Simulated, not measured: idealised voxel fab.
The following process module bears the name voxel gate over fins.
FYI the section here is cut, 290 nm wide, cells are 5 nm squares.
Cross-section format: a grid of square cells, given as bands from top to bottom; each band is one or more rows of cells.
The entry gives the band's vertical extent as a top height and a bottom height in nm, then its horizontal make-up as materials from left to right, each with a width in nm. "empty" stands for empty space; a single material marked "all across" fills the band edge to edge.
Ref level 0: as-received wafer is one material below here. Bottom band extends down with no lower bound ("top 0, no bottom").
So if you see something like "30->40" for the width, read it as the top row of the band sitting at the first number and the bottom row at the second, with every row in between moving by the same amount as the last.
"no alteration" means the step left every cell of the cross-section as it was.
"Sealed void inventory" means: voids of 8 cells or more that are shut off from the top with no open way through. Written width x height at distance, distance from the left edge, in nm.
Heads up: the bit after the settings on a step's line is the simulator's remark on that step.
On any step carrying a mask, the "overlay nm" setting, if present on the step's line, tells how far right of its planned place the mask lay; negative values point to the left.

[Process steps (planned)]
1 RECEIVE with material Si
2 CONFORMAL_DEP with material SiN, thk nm 5
3 DIRECTIONAL_DEP with material aC, thk nm 10
4 PATTERN with tone cover, mask id FINS, material resist, width nm 15, pitch nm 55, thk nm 30, overlay nm 0
5 DIRECTIONAL_ETCH with etch materials aC, depth nm 10
6 STRIP with etch materials resist
7 DIRECTIONAL_ETCH with etch materials SiN, depth nm 5
8 DIRECTIONAL_ETCH with etch materials Si, depth nm 35
9 STRIP with etch materials aC
10 FILL_DEP with material SiO2, thk nm 15
11 CMP with height nm 5
12 DIRECTIONAL_DEP with material aC, thk nm 15
13 PATTERN with tone open, mask id RAIL, material resist, width nm 15, thk nm 35, overlay nm 0
14 DIRECTIONAL_ETCH with etch materials aC, depth nm 15
15 STRIP with etch materials resist
16 DIRECTIONAL_ETCH with etch materials SiO2, depth nm 35
17 STRIP with etch materials aC
18 CONFORMAL_DEP with material TiN, thk nm 5
19 FILL_DEP with material Ru, thk nm 5
20 CMP with height nm 5
21 SELECTIVE_ETCH with etch materials W Ru TiN, depth nm 20
22 FILL_DEP with material SiO2, thk nm 5
23 CMP with height nm 5
24 SELECTIVE_ETCH with etch materials SiO2, depth nm 15
25 STRIP with etch materials SiN
26 CONFORMAL_DEP with material HfO2, thk nm 5
27 CONFORMAL_DEP with material TiN, thk nm 5
28 CONFORMAL_DEP with material TiAl, thk nm 5
29 CONFORMAL_DEP with material TiN, thk nm 5
30 FILL_DEP with material W, thk nm 15
31 CMP with height nm 30
32 CONFORMAL_DEP with material SiCN, thk nm 10

[Cross-section of the wafer as it came to us, i.e., already through step 1]
top 0, no bottom | Si all across
Sealed void inventory: none

[Post-module cross-section of the first of two wafers (run per plan)]
top 40, bottom 30 | SiCN all across
top 30, bottom 20 | W all across
top 20, bottom 15 | 90 W / 110 TiN / 90 W
top 15, bottom 10 | 90 W / 5 TiN / 45 TiAl / 10 TiN / 45 TiAl / 5 TiN / 90 W
top 10, bottom 5 | 95 TiN / 5 TiAl / 35 TiN / 5 TiAl / 10 TiN / 5 TiAl / 35 TiN / 5 TiAl / 95 TiN
top 5, bottom 0 | 100 TiAl / 5 TiN / 25 HfO2 / 5 TiN / 20 TiAl / 5 TiN / 25 HfO2 / 5 TiN / 100 TiAl
top 0, bottom -5 | 105 TiN / 5 HfO2 / 15 Si / 5 HfO2 / 30 TiN / 5 HfO2 / 15 Si / 5 HfO2 / 105 TiN
top -5, bottom -10 | 110 HfO2 / 15 Si / 40 HfO2 / 15 Si / 110 HfO2
top -10, bottom -15 | 110 SiO2 / 15 Si / 40 SiO2 / 15 Si / 110 SiO2
top -15, bottom -25 | 110 SiO2 / 15 Si / 10 SiO2 / 5 TiN / 5 Ru / 5 TiN / 15 SiO2 / 15 Si / 110 SiO2
top -25, bottom -30 | 110 SiO2 / 15 Si / 10 SiO2 / 15 TiN / 15 SiO2 / 15 Si / 110 SiO2
top -30, bottom -35 | 110 SiO2 / 15 Si / 40 SiO2 / 15 Si / 110 SiO2
top -35, no bottom | Si all across
Sealed void inventory: none

[Wafer two, sectioned after the module: the first wafer's start, the first wafer's plan, and one mistake in how it was run]
top 40, bottom 30 | SiCN all across
top 30, bottom 20 | W all across
top 20, bottom 15 | 90 W / 110 TiN / 90 W
top 15, bottom 10 | 90 W / 5 TiN / 45 TiAl / 10 TiN / 45 TiAl / 5 TiN / 90 W
top 10, bottom 5 | 90 W / 5 TiN / 5 TiAl / 35 TiN / 5 TiAl / 10 TiN / 5 TiAl / 35 TiN / 5 TiAl / 5 TiN / 90 W
top 5, bottom 0 | 90 W / 5 TiN / 5 TiAl / 5 TiN / 25 HfO2 / 5 TiN / 5 TiAl / 10 TiN / 5 TiAl / 5 TiN / 25 HfO2 / 5 TiN / 5 TiAl / 5 TiN / 90 W
top 0, bottom -5 | 90 W / 5 TiN / 5 TiAl / 5 TiN / 5 HfO2 / 15 Si / 5 HfO2 / 5 TiN / 20 TiAl / 5 TiN / 5 HfO2 / 15 Si / 5 HfO2 / 5 TiN / 5 TiAl / 5 TiN / 90 W
top -5, bottom -10 | 95 TiN / 5 TiAl / 5 TiN / 5 HfO2 / 15 Si / 5 HfO2 / 30 TiN / 5 HfO2 / 15 Si / 5 HfO2 / 5 TiN / 5 TiAl / 95 TiN
top -10, bottom -15 | 100 TiAl / 5 TiN / 5 HfO2 / 15 Si / 30 HfO2 / 5 TiN / 5 HfO2 / 15 Si / 5 HfO2 / 5 TiN / 100 TiAl
top -15, bottom -20 | 105 TiN / 5 HfO2 / 15 Si / 10 HfO2 / 5 TiN / 5 Ru / 5 TiN / 5 HfO2 / 5 TiN / 5 HfO2 / 15 Si / 5 HfO2 / 105 TiN
top -20, bottom -25 | 110 HfO2 / 15 Si / 10 HfO2 / 5 TiN / 5 Ru / 5 TiN / 15 HfO2 / 15 Si / 110 HfO2
top -25, bottom -30 | 110 SiO2 / 15 Si / 10 SiO2 / 15 TiN / 15 SiO2 / 15 Si / 110 SiO2
top -30, bottom -35 | 110 SiO2 / 15 Si / 40 SiO2 / 15 Si / 110 SiO2
top -35, no bottom | Si all across
Sealed void inventory: none
The plan and the run diverged here: plan step 24 ran twice
Wafer comparison, final, in cells, second relative to first, materials more or fewer: HfO2 +16; SiO2 -150; TiAl +8; TiN +18; W +108
